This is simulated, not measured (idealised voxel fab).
Presented below is a process module, voxel self aligned contacts.
Displayed cross-section: cut, width of 260 nm, square cells sized 5 nm.
The cross-sections in this document take the form of a grid made of square cells. They are written out as bands, in order from top to bottom. Each band consists of one or more rows of cells.
Basically the band line says how high the top is and how high the bottom is, in nm, and then what's in it from left to right, every material with its width in nm. Empty space shows up as "blank", and if a single material carries "full width" it runs the full band edge to edge.
Convention: height 0 is the level below which the wafer, as received, is all one material. The lowest band does not terminate at the bottom but continues downward, represented as "0 nm and below".
Graded width ("30 to 40"): value in top row of band = first number; value in bottom row = second number; row-to-row change constant.
When a step is marked "all unchanged", none of the cells in the cross-section changed during that step.
For the entry "Enclosed void entries", the listed items are empty spaces with no open way to the top whose size is 8 cells or more; each item follows the pattern width x height at distance, where distance is from the left edge and all three are in nm.
Whatever follows a step's settings on its line is a remark the simulator itself makes about that step.
"overlay nm" denotes, for a step that has a mask, the displacement of the mask to the right of its planned place, with negative values corresponding to the left.
THESE ARE THE STEPS WE PLANNED FOR THE PROCESS
1. RECEIVE [material Si]
2. CONFORMAL_DEP [material SiO2] [thk nm 5]
3. DIRECTIONAL_DEP [material polySi] [thk nm 25]
4. DIRECTIONAL_DEP [material SiN] [thk nm 25]
5. PATTERN [tone cover] [mask id GATE] [material resist] [width nm 25] [pitch nm 70] [thk nm 20] [overlay nm 0]
6. DIRECTIONAL_ETCH [etch materials SiN] [depth nm 25]
7. DIRECTIONAL_ETCH [etch materials polySi] [depth nm 25]
8. STRIP [etch materials resist]
9. CONFORMAL_DEP [material SiN] [thk nm 10]
10. DIRECTIONAL_ETCH [etch materials SiN] [depth nm 10]
11. FILL_DEP [material SiO2] [thk nm 20]
12. CMP [height nm 65]
13. MASKED_ETCH [tone open] [mask id CONTACT] [width nm 55] [etch materials SiO2] [depth nm 65] [overlay nm 0]
14. CONFORMAL_DEP [material TiN] [thk nm 5]
15. FILL_DEP [material Ru] [thk nm 5]
16. CMP [height nm 65]
17. CONFORMAL_DEP [material SiN] [thk nm 5]
STEP 1 COMPLETE: CROSS-SECTION OF THE WAFER AS RECEIVED
0 nm and below = Si full width
Enclosed void entries: none
FIRST OF TWO WAFERS, END-OF-MODULE SECTION, RUN FOLLOWED PLAN
70 nm to 65 nm = SiN full width
65 nm to 55 nm = SiO2 100, then TiN 5 to 20, then Ru 45 to 15, then TiN 5 to 20, then SiO2 105
55 nm to 30 nm = SiO2 70, then SiN 45, then TiN 5, then Ru 15, then TiN 5, then SiN 45, then SiO2 75
30 nm to 5 nm = SiO2 70, then SiN 10, then polySi 25, then SiN 10, then TiN 5, then Ru 15, then TiN 5, then SiN 10, then polySi 25, then SiN 10, then SiO2 75
5 nm to 0 nm = SiO2 115, then TiN 25, then SiO2 120
0 nm and below = Si full width
Enclosed void entries: none
WHAT THE SECOND WAFER LOOKS LIKE IN CROSS-SECTION ONCE THE MODULE IS DONE. ITS START AND ITS PLAN MATCHED THE FIRST WAFER'S EXACTLY; WHAT DIFFERED WAS ONE MISTAKE IN HOW IT WAS RUN
70 nm to 65 nm = SiN full width
65 nm to 55 nm = SiO2 95, then TiN 5 to 25, then Ru 45 to 15, then TiN 5 to 15, then SiO2 110
55 nm to 30 nm = SiO2 70, then SiN 45, then TiN 5, then Ru 15, then TiN 5, then SiN 45, then SiO2 75
30 nm to 5 nm = SiO2 70, then SiN 10, then polySi 25, then SiN 10, then TiN 5, then Ru 15, then TiN 5, then SiN 10, then polySi 25, then SiN 10, then SiO2 75
5 nm to 0 nm = SiO2 115, then TiN 25, then SiO2 120
0 nm and below = Si full width
Enclosed void entries: none
Processing error: rather than as planned, step 13 actually ran as MASKED_ETCH [tone open] [mask id CONTACT] [width nm 55] [etch materials SiO2] [depth nm 65] [overlay nm -5]
When the process is done, the second wafer contains the same cell count of every material as the first wafer, but distributed over other locations.
